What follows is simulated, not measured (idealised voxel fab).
process module | voxel quadruple lines
cross-section cut | 290 nm wide | cells 5 nm
A cross-section is a grid of square cells, given in bands from the top down. A band is one or more rows of cells.
Each band's line starts with the height of the band's top and of its bottom, in nm. Then come its materials from left to right, each with its width in nm. One material with "throughout" fills the band from edge to edge. "air" is empty space.
Height 0 is the level under which the wafer as received is all one material. The lowest band goes on downwards, as in "0 down".
A width such as "30 to 40" changes by the same amount from each row of cells to the next, from the band's top row to its bottom row.
"no change" after a step means that no cell of the cross-section changed.
closed voids: empty space of 8 cells or more with no open way to the top, each as width x height at its distance from the left edge, in nm
after a step's settings: what the simulator itself notes on the step
overlay nm, on a step with a mask: how far to the right of its planned place the mask lay; to the left if negative
plan
1 op RECEIVE | material Si
2 op CONFORMAL_DEP | material Al2O3 | thk nm 10
3 op DIRECTIONAL_DEP | material Ru | thk nm 15
4 op DIRECTIONAL_DEP | material polySi | thk nm 20
5 op DIRECTIONAL_DEP | material aC | thk nm 20
6 op PATTERN | tone cover | mask id MANDREL | material resist | width nm 25 | thk nm 30 | overlay nm 0
7 op DIRECTIONAL_ETCH | etch materials aC | depth nm 20
8 op STRIP | etch materials resist
9 op CONFORMAL_DEP | material SiO2 | thk nm 15
10 op DIRECTIONAL_ETCH | etch materials SiO2 | depth nm 15
11 op STRIP | etch materials aC
12 op DIRECTIONAL_ETCH | etch materials polySi | depth nm 20
13 op STRIP | etch materials SiO2
14 op CONFORMAL_DEP | material SiN | thk nm 5
15 op DIRECTIONAL_ETCH | etch materials SiN | depth nm 5
16 op STRIP | etch materials polySi
17 op DIRECTIONAL_ETCH | etch materials Ru | depth nm 15
18 op STRIP | etch materials SiN
19 op FILL_DEP | material lowk | thk nm 5
20 op CMP | height nm 25
first wafer, as planned
as received, after step 1
  0 down: Si throughout
  closed voids: none
after step 2
  10 to 0: Al2O3 throughout
  below 0: unchanged
after step 3
  25 to 10: Ru throughout
  below 10: unchanged
after step 4
  45 to 25: polySi throughout
  below 25: unchanged
after step 5
  65 to 45: aC throughout
  below 45: unchanged
after step 6
  95 to 65: air 130 | resist 25 | air 135
  below 65: unchanged
after step 7
  75 to 65: air 130 | resist 25 | air 135
  65 to 45: air 130 | aC 25 | air 135
  below 45: unchanged
after step 8
  65 to 45: air 130 | aC 25 | air 135
  below 45: unchanged
after step 9
  80 to 65: air 115 | SiO2 55 | air 120
  65 to 60: air 115 | SiO2 15 | aC 25 | SiO2 15 | air 120
  60 to 45: SiO2 130 | aC 25 | SiO2 135
  below 45: unchanged
after step 10
  65 to 45: air 115 | SiO2 15 | aC 25 | SiO2 15 | air 120
  below 45: unchanged
after step 11
  65 to 45: air 115 | SiO2 15 | air 25 | SiO2 15 | air 120
  below 45: unchanged
after step 12
  65 to 45: air 115 | SiO2 15 | air 25 | SiO2 15 | air 120
  45 to 25: air 115 | polySi 15 | air 25 | polySi 15 | air 120
  below 25: unchanged
after step 13
  45 to 25: air 115 | polySi 15 | air 25 | polySi 15 | air 120
  below 25: unchanged
after step 14
  50 to 45: air 110 | SiN 25 | air 15 | SiN 25 | air 115
  45 to 30: air 110 | SiN 5 | polySi 15 | SiN 5 | air 15 | SiN 5 | polySi 15 | SiN 5 | air 115
  30 to 25: SiN 115 | polySi 15 | SiN 25 | polySi 15 | SiN 120
  below 25: unchanged
after step 15
  45 to 25: air 110 | SiN 5 | polySi 15 | SiN 5 | air 15 | SiN 5 | polySi 15 | SiN 5 | air 115
  below 25: unchanged
after step 16
  45 to 25: air 110 | SiN 5 | air 15 | SiN 5 | air 15 | SiN 5 | air 15 | SiN 5 | air 115
  below 25: unchanged
after step 17
  45 to 25: air 110 | SiN 5 | air 15 | SiN 5 | air 15 | SiN 5 | air 15 | SiN 5 | air 115
  25 to 10: air 110 | Ru 5 | air 15 | Ru 5 | air 15 | Ru 5 | air 15 | Ru 5 | air 115
  below 10: unchanged
after step 18
  25 to 10: air 110 | Ru 5 | air 15 | Ru 5 | air 15 | Ru 5 | air 15 | Ru 5 | air 115
  below 10: unchanged
after step 19
  30 to 25: lowk throughout
  25 to 10: lowk 110 | Ru 5 | lowk 15 | Ru 5 | lowk 15 | Ru 5 | lowk 15 | Ru 5 | lowk 115
  below 10: unchanged
after step 20
  25 to 10: lowk 110 | Ru 5 | lowk 15 | Ru 5 | lowk 15 | Ru 5 | lowk 15 | Ru 5 | lowk 115
  below 10: unchanged
second wafer: like start, like plan, one mistake. Through step 1 it matches the first wafer
when step 2 should have ended
  15 to 0: Ru throughout
  below 0: unchanged
when step 3 should have ended
  25 to 15: Al2O3 throughout
  below 15: unchanged
when step 4 should have ended
  45 to 25: polySi throughout
  below 25: unchanged
when step 5 should have ended
  65 to 45: aC throughout
  below 45: unchanged
when step 6 should have ended
  95 to 65: air 130 | resist 25 | air 135
  below 65: unchanged
when step 7 should have ended
  75 to 65: air 130 | resist 25 | air 135
  65 to 45: air 130 | aC 25 | air 135
  below 45: unchanged
when step 8 should have ended
  65 to 45: air 130 | aC 25 | air 135
  below 45: unchanged
when step 9 should have ended
  80 to 65: air 115 | SiO2 55 | air 120
  65 to 60: air 115 | SiO2 15 | aC 25 | SiO2 15 | air 120
  60 to 45: SiO2 130 | aC 25 | SiO2 135
  below 45: unchanged
when step 10 should have ended
  65 to 45: air 115 | SiO2 15 | aC 25 | SiO2 15 | air 120
  below 45: unchanged
when step 11 should have ended
  65 to 45: air 115 | SiO2 15 | air 25 | SiO2 15 | air 120
  below 45: unchanged
when step 12 should have ended
  65 to 45: air 115 | SiO2 15 | air 25 | SiO2 15 | air 120
  45 to 25: air 115 | polySi 15 | air 25 | polySi 15 | air 120
  below 25: unchanged
when step 13 should have ended
  45 to 25: air 115 | polySi 15 | air 25 | polySi 15 | air 120
  below 25: unchanged
when step 14 should have ended
  50 to 45: air 110 | SiN 25 | air 15 | SiN 25 | air 115
  45 to 30: air 110 | SiN 5 | polySi 15 | SiN 5 | air 15 | SiN 5 | polySi 15 | SiN 5 | air 115
  30 to 25: SiN 115 | polySi 15 | SiN 25 | polySi 15 | SiN 120
  below 25: unchanged
when step 15 should have ended
  45 to 25: air 110 | SiN 5 | polySi 15 | SiN 5 | air 15 | SiN 5 | polySi 15 | SiN 5 | air 115
  below 25: unchanged
when step 16 should have ended
  45 to 25: air 110 | SiN 5 | air 15 | SiN 5 | air 15 | SiN 5 | air 15 | SiN 5 | air 115
  below 25: unchanged
when step 17 should have ended: no change
when step 18 should have ended
  25 to 15: Al2O3 throughout
  below 15: unchanged
when step 19 should have ended
  30 to 25: lowk throughout
  below 25: unchanged
when step 20 should have ended
  25 to 15: Al2O3 throughout
  below 15: unchanged
what went wrong: steps 2 and 3 were swapped
at the end the second wafer has, in cells: 162 more of Ru | 162 fewer of lowk
